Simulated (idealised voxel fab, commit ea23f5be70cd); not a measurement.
Herein follows the process module entitled voxel transistor to metal.
Section cut is 190 nm wide and gridded with 5 nm square cells.
When this document writes out a cross-section, it uses a grid of square cells and lists it as bands, beginning at the top and moving down, with a band standing for one or more rows of cells. Band: top and bottom heights (nm) first, top before bottom; then materials from left to right, widths in nm. "throughout" marks a sole material filling the band edge to edge. "blank" denotes empty space. Height is counted from the level 0, under which the received wafer is composed throughout of one material. The lowest of the bands is not closed at the bottom but continues downward, in the notation "z 0 and below". Width spec "30->40" -> top row of cells at first value, bottom row at second value, equal per-row change in between. Basically "no modification" means that step didn't change any cell in the cross-section. Look at "Catalogued sealed voids" for the closed voids: empty spaces with no open path to the top, sized 8 cells or up. Each is width x height at distance, distance from the left edge, all nm. Formally, on a step line, whatever follows the settings is a remark that the simulator itself makes on the step. The setting "overlay nm" may be written on the line of a step. When the step uses a mask, the value reports how far to the right of the planned place the mask lay, and a negative value reports that it lay to the left.
Plan
1: RECEIVE [material Si]
2: OXIDIZE [depth nm 5]
3: CONFORMAL_DEP [material SiN] [thk nm 10]
4: MASKED_ETCH [tone cover] [mask id ACTIVE] [width nm 100] [etch materials SiN] [depth nm 10] [overlay nm 0]
5: MASKED_ETCH [tone cover] [mask id ACTIVE] [width nm 100] [etch materials SiO2] [depth nm 5] [overlay nm 0]
6: MASKED_ETCH [tone cover] [mask id ACTIVE] [width nm 100] [etch materials Si] [depth nm 35] [overlay nm 0]
7: OXIDIZE [depth nm 5]
8: FILL_DEP [material SiO2] [thk nm 15]
9: CMP [height nm 10]
10: SELECTIVE_ETCH [etch materials SiO2] [depth nm 5]
11: STRIP [etch materials SiN]
12: SELECTIVE_ETCH [etch materials SiO2] [depth nm 5]
13: OXIDIZE [depth nm 5]
14: DIRECTIONAL_DEP [material polySi] [thk nm 20]
15: DIRECTIONAL_DEP [material SiCN] [thk nm 10]
16: PATTERN [tone cover] [mask id GATE] [material resist] [width nm 20] [thk nm 20] [overlay nm 0]
17: DIRECTIONAL_ETCH [etch materials SiCN] [depth nm 20]
18: DIRECTIONAL_ETCH [etch materials polySi] [depth nm 30]
19: STRIP [etch materials resist]
20: CONFORMAL_DEP [material SiO2] [thk nm 5]
21: DIRECTIONAL_ETCH [etch materials SiO2] [depth nm 5]
22: CONFORMAL_DEP [material SiN] [thk nm 10]
23: DIRECTIONAL_ETCH [etch materials SiN] [depth nm 10]
24: DIRECTIONAL_ETCH [etch materials SiO2] [depth nm 5]
25: DIRECTIONAL_ETCH [etch materials Si] [depth nm 10]
26: EPI [material nSi] [thk nm 15]
27: FILL_DEP [material SiO2] [thk nm 10]
28: CMP [height nm 25]
29: DIRECTIONAL_DEP [material SiO2] [thk nm 15]
30: PATTERN [tone open] [mask id CONTACT] [material resist] [width nm 15] [pitch nm 75] [thk nm 20] [overlay nm 0]
31: DIRECTIONAL_ETCH [etch materials SiO2] [depth nm 35]
32: STRIP [etch materials resist]
33: CONFORMAL_DEP [material TiN] [thk nm 5]
34: FILL_DEP [material Ru] [thk nm 10]
35: CMP [height nm 40]
36: CONFORMAL_DEP [material SiCN] [thk nm 5]
37: DIRECTIONAL_DEP [material lowk] [thk nm 15]
38: PATTERN [tone open] [mask id METAL_1] [material resist] [width nm 15] [pitch nm 75] [thk nm 20] [overlay nm 0]
39: DIRECTIONAL_ETCH [etch materials lowk] [depth nm 15]
40: DIRECTIONAL_ETCH [etch materials SiCN] [depth nm 5]
41: STRIP [etch materials resist]
42: CONFORMAL_DEP [material TiN] [thk nm 5]
43: FILL_DEP [material Ru] [thk nm 5]
44: CMP [height nm 60]
45: CONFORMAL_DEP [material SiN] [thk nm 5]
Cross-section: wafer on arrival = after step 1
  z 0 and below: Si throughout
  Catalogued sealed voids: none
Look at the cross-section after the module: the wafer started out the way shown above and the plan was the one shown above, yet one mistake was made along the way
  z 65 to 60: SiN throughout
  z 60 to 45: lowk 50 / TiN 5 / Ru 5 / TiN 5 / lowk 60 / TiN 5 / Ru 5 / TiN 5 / lowk 50
  z 45 to 40: SiCN 50 / TiN 15 / SiCN 60 / TiN 15 / SiCN 50
  z 40 to 25: SiO2 50 / TiN 5 / Ru 5 / TiN 5 / SiO2 60 / TiN 5 / Ru 5 / TiN 5 / SiO2 50
  z 25 to 15: SiO2 50 / TiN 5 / Ru 5 / TiN 5 / SiO2 20 / SiCN 20 / SiO2 20 / TiN 5 / Ru 5 / TiN 5 / SiO2 50
  z 15 to 10: SiO2 50 / TiN 5 / Ru 5 / TiN 5 / SiO2 20 / polySi 20 / SiO2 20 / TiN 5 / Ru 5 / TiN 5 / SiO2 50
  z 10 to 5: SiO2 50 / TiN 15 / SiO2 20 / polySi 20 / SiO2 20 / TiN 15 / SiO2 50
  z 5 to -5: SiO2 65 / nSi 15 / SiO2 5 / polySi 20 / SiO2 5 / nSi 15 / SiO2 65
  z -5 to -10: SiO2 45 / nSi 35 / SiO2 30 / nSi 35 / SiO2 45
  z -10 to -20: SiO2 50 / nSi 30 / Si 30 / nSi 30 / SiO2 50
  z -20 to -45: SiO2 50 / Si 90 / SiO2 50
  z -45 and below: Si throughout
  Catalogued sealed voids: none
Diagnosis: plan step 22 skipped
